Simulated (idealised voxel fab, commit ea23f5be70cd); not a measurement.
Title: Process Module voxel capacitor over wiring
Section shown: cut. Width: 195 nm. Cell size: 5 nm, square.
A cross-section is written here as square cells arranged in a grid, and it is given in bands from the top down, each band taking up one or more rows of cells. Within each band entry, the heights of the top and of the bottom of the band appear first, in that order and in nm; the materials of the band then follow from left to right, each with its corresponding width in nm. The designation "everywhere" on a single material indicates that it fills the band from edge to edge; the designation "blank" indicates empty space. All heights in this document are referenced to 0, defined as the level beneath which the wafer, as received, consists entirely of one material. The lowest band is not bounded below; it extends indefinitely downward and is written in the form "0 and below". With a width like "30 to 40", each row of cells in the band differs from the next by the same amount, the top row carrying the first number and the bottom row the second. "left unchanged" -> step changed no cross-section cell. Each empty space that has no open way to the top and spans at least 8 cells appears under "Closed internal voids" as width x height at distance, the distance counted from the left edge, all in nm. What comes after the settings on a step's line is commentary from the simulator itself on that step. A step's line can hold "overlay nm"; with a mask on that step, the setting says how far right of the planned place the mask lay, while a negative setting says it lay to the left.

**Process steps - plan**
1) op RECEIVE | material Si
2) op CONFORMAL_DEP | material SiO2 | thk nm 15
3) op DIRECTIONAL_DEP | material TiN | thk nm 5
4) op DIRECTIONAL_DEP | material W | thk nm 25
5) op MASKED_ETCH | tone cover | mask id METAL_1 | width nm 25 | pitch nm 80 | etch materials W | depth nm 25 | overlay nm 0
6) op MASKED_ETCH | tone cover | mask id METAL_1 | width nm 25 | pitch nm 80 | etch materials TiN | depth nm 5 | overlay nm 0
7) op FILL_DEP | material SiO2 | thk nm 10
8) op CMP | height nm 45
9) op CONFORMAL_DEP | material SiCN | thk nm 5
10) op DIRECTIONAL_DEP | material SiO2 | thk nm 20
11) op PATTERN | tone open | mask id PLUG_1 | material resist | width nm 15 | thk nm 20 | overlay nm 0
12) op DIRECTIONAL_ETCH | etch materials SiO2 | depth nm 20
13) op DIRECTIONAL_ETCH | etch materials SiCN | depth nm 5
14) op STRIP | etch materials resist
15) op EPI | material Ru | thk nm 10
16) op EPI | material Ru | thk nm 10
17) op EPI | material Ru | thk nm 5
18) op DIRECTIONAL_DEP | material TiN | thk nm 10
19) op DIRECTIONAL_DEP | material Al2O3 | thk nm 5
20) op DIRECTIONAL_DEP | material TiN | thk nm 5
21) op PATTERN | tone cover | mask id UPPER_PLATE | material resist | width nm 60 | thk nm 15 | overlay nm 0
22) op DIRECTIONAL_ETCH | etch materials TiN | depth nm 5
23) op DIRECTIONAL_ETCH | etch materials Al2O3 | depth nm 5
24) op STRIP | etch materials resist
25) op MASKED_ETCH | tone cover | mask id LOWER_PLATE | width nm 70 | etch materials TiN | depth nm 10 | overlay nm 0
26) op FILL_DEP | material SiO2 | thk nm 15
27) op CMP | height nm 100
28) op PATTERN | tone open | mask id PLUG_2 | material resist | width nm 15 | thk nm 15 | overlay nm 0
29) op DIRECTIONAL_ETCH | etch materials SiO2 | depth nm 10
30) op STRIP | etch materials resist
31) op CONFORMAL_DEP | material TiN | thk nm 5
32) op FILL_DEP | material Ru | thk nm 10
33) op CMP | height nm 100
34) op CONFORMAL_DEP | material SiCN | thk nm 5

**What follows covers the first of two wafers; it ran as planned**

**As-received wafer cross-section (after step 1)**
  0 and below = Si everywhere
  Closed internal voids: none

**Wafer section view after processing step 2**
  15 down to 0 = SiO2 everywhere
  Heights below 0 show no change.

**Wafer section view after processing step 3**
  20 down to 15 = TiN everywhere
  Heights below 15 show no change.

**Wafer section view after processing step 4**
  45 down to 20 = W everywhere
  Heights below 20 show no change.

**Wafer section view after processing step 5**
  45 down to 20 = blank 45 nm, then W 25 nm, then blank 55 nm, then W 25 nm, then blank 45 nm
  Heights below 20 show no change.

**Wafer section view after processing step 6**
  45 down to 20 = blank 45 nm, then W 25 nm, then blank 55 nm, then W 25 nm, then blank 45 nm
  20 down to 15 = blank 45 nm, then TiN 25 nm, then blank 55 nm, then TiN 25 nm, then blank 45 nm
  Heights below 15 show no change.

**Wafer section view after processing step 7**
  55 down to 45 = SiO2 everywhere
  45 down to 20 = SiO2 45 nm, then W 25 nm, then SiO2 55 nm, then W 25 nm, then SiO2 45 nm
  20 down to 15 = SiO2 45 nm, then TiN 25 nm, then SiO2 55 nm, then TiN 25 nm, then SiO2 45 nm
  Heights below 15 show no change.

**Wafer section view after processing step 8**
  45 down to 20 = SiO2 45 nm, then W 25 nm, then SiO2 55 nm, then W 25 nm, then SiO2 45 nm
  Heights below 20 show no change.

**Wafer section view after processing step 9**
  50 down to 45 = SiCN everywhere
  Heights below 45 show no change.

**Wafer section view after processing step 10**
  70 down to 50 = SiO2 everywhere
  Heights below 50 show no change.

**Wafer section view after processing step 11**
  90 down to 70 = resist 55 nm, then blank 15 nm, then resist 125 nm
  Heights below 70 show no change.

**Wafer section view after processing step 12**
  90 down to 70 = resist 55 nm, then blank 15 nm, then resist 125 nm
  70 down to 50 = SiO2 55 nm, then blank 15 nm, then SiO2 125 nm
  Heights below 50 show no change.

**Wafer section view after processing step 13**
  90 down to 70 = resist 55 nm, then blank 15 nm, then resist 125 nm
  70 down to 50 = SiO2 55 nm, then blank 15 nm, then SiO2 125 nm
  50 down to 45 = SiCN 55 nm, then blank 15 nm, then SiCN 125 nm
  Heights below 45 show no change.

**Wafer section view after processing step 14**
  70 down to 50 = SiO2 55 nm, then blank 15 nm, then SiO2 125 nm
  Heights below 50 show no change.

**Wafer section view after processing step 15**
  70 down to 55 = SiO2 55 nm, then blank 15 nm, then SiO2 125 nm
  55 down to 50 = SiO2 55 nm, then Ru 15 nm, then SiO2 125 nm
  50 down to 45 = SiCN 55 nm, then Ru 15 nm, then SiCN 125 nm
  Heights below 45 show no change.

**Wafer section view after processing step 16**
  70 down to 65 = SiO2 55 nm, then blank 15 nm, then SiO2 125 nm
  65 down to 50 = SiO2 55 nm, then Ru 15 nm, then SiO2 125 nm
  Heights below 50 show no change.

**Wafer section view after processing step 17**
  70 down to 50 = SiO2 55 nm, then Ru 15 nm, then SiO2 125 nm
  Heights below 50 show no change.

**Wafer section view after processing step 18**
  80 down to 70 = TiN everywhere
  Heights below 70 show no change.

**Wafer section view after processing step 19**
  85 down to 80 = Al2O3 everywhere
  Heights below 80 show no change.

**Wafer section view after processing step 20**
  90 down to 85 = TiN everywhere
  Heights below 85 show no change.

**Wafer section view after processing step 21**
  105 down to 90 = blank 55 nm, then resist 60 nm, then blank 80 nm
  Heights below 90 show no change.

**Wafer section view after processing step 22**
  105 down to 90 = blank 55 nm, then resist 60 nm, then blank 80 nm
  90 down to 85 = blank 55 nm, then TiN 60 nm, then blank 80 nm
  Heights below 85 show no change.

**Wafer section view after processing step 23**
  105 down to 90 = blank 55 nm, then resist 60 nm, then blank 80 nm
  90 down to 85 = blank 55 nm, then TiN 60 nm, then blank 80 nm
  85 down to 80 = blank 55 nm, then Al2O3 60 nm, then blank 80 nm
  Heights below 80 show no change.

**Wafer section view after processing step 24**
  90 down to 85 = blank 55 nm, then TiN 60 nm, then blank 80 nm
  Heights below 85 show no change.

**Wafer section view after processing step 25**
  90 down to 85 = blank 55 nm, then TiN 60 nm, then blank 80 nm
  85 down to 80 = blank 55 nm, then Al2O3 60 nm, then blank 80 nm
  80 down to 70 = blank 50 nm, then TiN 70 nm, then blank 75 nm
  Heights below 70 show no change.

**Wafer section view after processing step 26**
  105 down to 90 = SiO2 everywhere
  90 down to 85 = SiO2 55 nm, then TiN 60 nm, then SiO2 80 nm
  85 down to 80 = SiO2 55 nm, then Al2O3 60 nm, then SiO2 80 nm
  80 down to 70 = SiO2 50 nm, then TiN 70 nm, then SiO2 75 nm
  Heights below 70 show no change.

**Wafer section view after processing step 27**
  100 down to 90 = SiO2 everywhere
  Heights below 90 show no change.

**Wafer section view after processing step 28**
  115 down to 100 = resist 65 nm, then blank 15 nm, then resist 115 nm
  Heights below 100 show no change.

**Wafer section view after processing step 29**
  115 down to 100 = resist 65 nm, then blank 15 nm, then resist 115 nm
  100 down to 90 = SiO2 65 nm, then blank 15 nm, then SiO2 115 nm
  Heights below 90 show no change.

**Wafer section view after processing step 30**
  100 down to 90 = SiO2 65 nm, then blank 15 nm, then SiO2 115 nm
  Heights below 90 show no change.

**Wafer section view after processing step 31**
  105 down to 100 = TiN 70 nm, then blank 5 nm, then TiN 120 nm
  100 down to 95 = SiO2 65 nm, then TiN 5 nm, then blank 5 nm, then TiN 5 nm, then SiO2 115 nm
  95 down to 85 = SiO2 65 to 55 nm, then TiN 15 to 60 nm, then SiO2 115 to 80 nm
  Heights below 85 show no change.

**Wafer section view after processing step 32**
  115 down to 105 = Ru everywhere
  105 down to 100 = TiN 70 nm, then Ru 5 nm, then TiN 120 nm
  100 down to 95 = SiO2 65 nm, then TiN 5 nm, then Ru 5 nm, then TiN 5 nm, then SiO2 115 nm
  Heights below 95 show no change.

**Wafer section view after processing step 33**
  100 down to 95 = SiO2 65 nm, then TiN 5 nm, then Ru 5 nm, then TiN 5 nm, then SiO2 115 nm
  Heights below 95 show no change.

**Wafer section view after processing step 34**
  105 down to 100 = SiCN everywhere
  Heights below 100 show no change.

**Wafer two of the pair: same origin, same plan, one error during the run; identical to wafer one up to and including step 4**

**Look at the second wafer in cross-section at the time step 5 ought to have finished**
  45 down to 20 = blank 40 nm, then W 25 nm, then blank 55 nm, then W 25 nm, then blank 50 nm
  Heights below 20 show no change.

**Look at the second wafer in cross-section at the time step 6 ought to have finished**
  45 down to 20 = blank 40 nm, then W 25 nm, then blank 55 nm, then W 25 nm, then blank 50 nm
  20 down to 15 = blank 40 nm, then TiN 30 nm, then blank 50 nm, then TiN 30 nm, then blank 45 nm
  Heights below 15 show no change.

**Look at the second wafer in cross-section at the time step 7 ought to have finished**
  55 down to 45 = SiO2 everywhere
  45 down to 20 = SiO2 40 nm, then W 25 nm, then SiO2 55 nm, then W 25 nm, then SiO2 50 nm
  20 down to 15 = SiO2 40 nm, then TiN 30 nm, then SiO2 50 nm, then TiN 30 nm, then SiO2 45 nm
  Heights below 15 show no change.

**Look at the second wafer in cross-section at the time step 8 ought to have finished**
  45 down to 20 = SiO2 40 nm, then W 25 nm, then SiO2 55 nm, then W 25 nm, then SiO2 50 nm
  Heights below 20 show no change.

**Look at the second wafer in cross-section at the time step 9 ought to have finished**
  50 down to 45 = SiCN everywhere
  Heights below 45 show no change.

**Look at the second wafer in cross-section at the time step 10 ought to have finished**
  70 down to 50 = SiO2 everywhere
  Heights below 50 show no change.

**Look at the second wafer in cross-section at the time step 11 ought to have finished**
  90 down to 70 = resist 55 nm, then blank 15 nm, then resist 125 nm
  Heights below 70 show no change.

**Look at the second wafer in cross-section at the time step 12 ought to have finished**
  90 down to 70 = resist 55 nm, then blank 15 nm, then resist 125 nm
  70 down to 50 = SiO2 55 nm, then blank 15 nm, then SiO2 125 nm
  Heights below 50 show no change.

**Look at the second wafer in cross-section at the time step 13 ought to have finished**
  90 down to 70 = resist 55 nm, then blank 15 nm, then resist 125 nm
  70 down to 50 = SiO2 55 nm, then blank 15 nm, then SiO2 125 nm
  50 down to 45 = SiCN 55 nm, then blank 15 nm, then SiCN 125 nm
  Heights below 45 show no change.

**Look at the second wafer in cross-section at the time step 14 ought to have finished**
  70 down to 50 = SiO2 55 nm, then blank 15 nm, then SiO2 125 nm
  Heights below 50 show no change.

**Look at the second wafer in cross-section at the time step 15 ought to have finished**
  70 down to 55 = SiO2 55 nm, then blank 15 nm, then SiO2 125 nm
  55 down to 50 = SiO2 55 nm, then Ru 15 nm, then SiO2 125 nm
  50 down to 45 = SiCN 55 nm, then Ru 15 nm, then SiCN 125 nm
  Heights below 45 show no change.

**Look at the second wafer in cross-section at the time step 16 ought to have finished**
  70 down to 65 = SiO2 55 nm, then blank 15 nm, then SiO2 125 nm
  65 down to 50 = SiO2 55 nm, then Ru 15 nm, then SiO2 125 nm
  Heights below 50 show no change.

**Look at the second wafer in cross-section at the time step 17 ought to have finished**
  70 down to 50 = SiO2 55 nm, then Ru 15 nm, then SiO2 125 nm
  Heights below 50 show no change.

**Look at the second wafer in cross-section at the time step 18 ought to have finished**
  80 down to 70 = TiN everywhere
  Heights below 70 show no change.

**Look at the second wafer in cross-section at the time step 19 ought to have finished**
  85 down to 80 = Al2O3 everywhere
  Heights below 80 show no change.

**Look at the second wafer in cross-section at the time step 20 ought to have finished**
  90 down to 85 = TiN everywhere
  Heights below 85 show no change.

**Look at the second wafer in cross-section at the time step 21 ought to have finished**
  105 down to 90 = blank 55 nm, then resist 60 nm, then blank 80 nm
  Heights below 90 show no change.

**Look at the second wafer in cross-section at the time step 22 ought to have finished**
  105 down to 90 = blank 55 nm, then resist 60 nm, then blank 80 nm
  90 down to 85 = blank 55 nm, then TiN 60 nm, then blank 80 nm
  Heights below 85 show no change.

**Look at the second wafer in cross-section at the time step 23 ought to have finished**
  105 down to 90 = blank 55 nm, then resist 60 nm, then blank 80 nm
  90 down to 85 = blank 55 nm, then TiN 60 nm, then blank 80 nm
  85 down to 80 = blank 55 nm, then Al2O3 60 nm, then blank 80 nm
  Heights below 80 show no change.

**Look at the second wafer in cross-section at the time step 24 ought to have finished**
  90 down to 85 = blank 55 nm, then TiN 60 nm, then blank 80 nm
  Heights below 85 show no change.

**Look at the second wafer in cross-section at the time step 25 ought to have finished**
  90 down to 85 = blank 55 nm, then TiN 60 nm, then blank 80 nm
  85 down to 80 = blank 55 nm, then Al2O3 60 nm, then blank 80 nm
  80 down to 70 = blank 50 nm, then TiN 70 nm, then blank 75 nm
  Heights below 70 show no change.

**Look at the second wafer in cross-section at the time step 26 ought to have finished**
  105 down to 90 = SiO2 everywhere
  90 down to 85 = SiO2 55 nm, then TiN 60 nm, then SiO2 80 nm
  85 down to 80 = SiO2 55 nm, then Al2O3 60 nm, then SiO2 80 nm
  80 down to 70 = SiO2 50 nm, then TiN 70 nm, then SiO2 75 nm
  Heights below 70 show no change.

**Look at the second wafer in cross-section at the time step 27 ought to have finished**
  100 down to 90 = SiO2 everywhere
  Heights below 90 show no change.

**Look at the second wafer in cross-section at the time step 28 ought to have finished**
  115 down to 100 = resist 65 nm, then blank 15 nm, then resist 115 nm
  Heights below 100 show no change.

**Look at the second wafer in cross-section at the time step 29 ought to have finished**
  115 down to 100 = resist 65 nm, then blank 15 nm, then resist 115 nm
  100 down to 90 = SiO2 65 nm, then blank 15 nm, then SiO2 115 nm
  Heights below 90 show no change.

**Look at the second wafer in cross-section at the time step 30 ought to have finished**
  100 down to 90 = SiO2 65 nm, then blank 15 nm, then SiO2 115 nm
  Heights below 90 show no change.

**Look at the second wafer in cross-section at the time step 31 ought to have finished**
  105 down to 100 = TiN 70 nm, then blank 5 nm, then TiN 120 nm
  100 down to 95 = SiO2 65 nm, then TiN 5 nm, then blank 5 nm, then TiN 5 nm, then SiO2 115 nm
  95 down to 85 = SiO2 65 to 55 nm, then TiN 15 to 60 nm, then SiO2 115 to 80 nm
  Heights below 85 show no change.

**Look at the second wafer in cross-section at the time step 32 ought to have finished**
  115 down to 105 = Ru everywhere
  105 down to 100 = TiN 70 nm, then Ru 5 nm, then TiN 120 nm
  100 down to 95 = SiO2 65 nm, then TiN 5 nm, then Ru 5 nm, then TiN 5 nm, then SiO2 115 nm
  Heights below 95 show no change.

**Look at the second wafer in cross-section at the time step 33 ought to have finished**
  100 down to 95 = SiO2 65 nm, then TiN 5 nm, then Ru 5 nm, then TiN 5 nm, then SiO2 115 nm
  Heights below 95 show no change.

**Look at the second wafer in cross-section at the time step 34 ought to have finished**
  105 down to 100 = SiCN everywhere
  Heights below 100 show no change.
Processing error: contrary to plan, step 5 was performed as op MASKED_ETCH | tone cover | mask id METAL_1 | width nm 25 | pitch nm 80 | etch materials W | depth nm 25 | overlay nm -5
Counted in cells at the end, the second wafer holds more or fewer of these materials than the first: -2 SiO2; +2 TiN
